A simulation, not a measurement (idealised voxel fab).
process module | voxel lift off
cross-section cut | 300 nm wide | cells 5 nm
A cross-section is a grid of square cells, given in bands from the top down. A band is one or more rows of cells.
Each band's line starts with the height of the band's top and of its bottom, in nm. Then come its materials from left to right, each with its width in nm. One material with "throughout" fills the band from edge to edge. "air" is empty space.
Height 0 is the level under which the wafer as received is all one material. The lowest band goes on downwards, as in "0 down".
A width such as "30 to 40" changes by the same amount from each row of cells to the next, from the band's top row to its bottom row.
"no change" after a step means that no cell of the cross-section changed.
closed voids: empty space of 8 cells or more with no open way to the top, each as width x height at its distance from the left edge, in nm
after a step's settings: what the simulator itself notes on the step
overlay nm, on a step with a mask: how far to the right of its planned place the mask lay; to the left if negative
plan
1 op RECEIVE | material Si
2 op CONFORMAL_DEP | material SiN | thk nm 10
3 op PATTERN | tone open | mask id LINES | material resist | width nm 30 | pitch nm 60 | thk nm 15 | overlay nm 0
4 op DIRECTIONAL_DEP | material Ru | thk nm 5
5 op STRIP | etch materials resist
6 op CONFORMAL_DEP | material SiN | thk nm 5
as received, after step 1
  0 down: Si throughout
  closed voids: none
a wafer at the end: this start, this plan, one mistake
  20 to 15: air 45 | SiN 35 | air 25 | SiN 35 | air 25 | SiN 35 | air 25 | SiN 35 | air 40
  15 to 10: SiN 50 | Ru 25 | SiN 35 | Ru 25 | SiN 35 | Ru 25 | SiN 35 | Ru 25 | SiN 45
  10 to 0: SiN throughout
  0 down: Si throughout
  closed voids: none
what went wrong: step 3 ran as: op PATTERN | tone open | mask id LINES | material resist | width nm 25 | pitch nm 60 | thk nm 15 | overlay nm 0
